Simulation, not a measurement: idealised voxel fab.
Title: Process Module voxel self aligned contacts
For reference, the cross-section in this document is cut, with width 245 nm and square cells of 5 nm.
Cross-section = grid of square cells, listed top down in bands; band = one or more rows.
The band entry comprises the height of the band's top followed by the height of its bottom, expressed in nm, and subsequently the band's materials from left to right, each stated together with its width in nm. Where a single material is marked with the word "edge to edge", that material fills the band from edge to edge. The word "blank" represents empty space.
A quick word on heights: they are counted from 0, and under that level the wafer as it came to us is one material throughout. The lowest band is different from the rest in having no bottom; it simply continues downward, written as in "0 and below".
With a width like "30 to 40", each row of cells in the band differs from the next by the same amount, the top row carrying the first number and the bottom row the second.
For the purposes of this document, the phrase "remained unchanged" attached to a step denotes that no cell within the cross-section was modified by that step.
"Closed void listing" - sealed voids, min. 8 cells, no opening to top; format: width x height at distance (distance from left edge; nm throughout).
On a step's line, text after the settings is the simulator commenting on that step.
Regarding "overlay nm": on a step with a mask, it is the distance the mask lay to the right of its planned place; a negative value places it to the left.

Intended process steps:
1: RECEIVE,material Si
2: OXIDIZE,depth nm 5
3: DIRECTIONAL_DEP,material polySi,thk nm 20
4: DIRECTIONAL_DEP,material SiN,thk nm 20
5: PATTERN,tone cover,mask id GATE,material resist,width nm 35,pitch nm 60,thk nm 20,overlay nm 0
6: DIRECTIONAL_ETCH,etch materials SiN,depth nm 20
7: DIRECTIONAL_ETCH,etch materials polySi,depth nm 20
8: STRIP,etch materials resist
9: CONFORMAL_DEP,material SiN,thk nm 5
10: DIRECTIONAL_ETCH,etch materials SiN,depth nm 5
11: FILL_DEP,material SiO2,thk nm 10
12: CMP,height nm 45
13: MASKED_ETCH,tone open,mask id CONTACT,width nm 45,etch materials SiO2,depth nm 50,overlay nm 0
14: CONFORMAL_DEP,material TiN,thk nm 5
15: FILL_DEP,material W,thk nm 10
16: CMP,height nm 45
17: CONFORMAL_DEP,material SiN,thk nm 5

Wafer cross-section on receipt, i.e. after step 1:
> 0 and below  Si edge to edge
> Closed void listing: none

Same starting wafer, same plan as above, one mistake in the execution; this is the cross-section at the end of the module:
> 50 down to 45  SiN edge to edge
> 45 down to 40  100 of SiO2; 20 of TiN; 5 of W; 20 of TiN; 100 of SiO2
> 40 down to 25  70 of SiO2; 5 of SiN; 35 of polySi; 5 of SiN; 5 of TiN; 5 of W; 5 of TiN; 5 of SiN; 35 of polySi; 5 of SiN; 70 of SiO2
> 25 down to 20  70 of SiO2; 5 of SiN; 35 of polySi; 5 of SiN; 15 of TiN; 5 of SiN; 35 of polySi; 5 of SiN; 70 of SiO2
> 20 down to 0  SiN edge to edge
> 0 down to -5  SiO2 edge to edge
> -5 and below  Si edge to edge
> Closed void listing: none
Diagnosis: order of steps 3 and 4 inverted relative to the plan
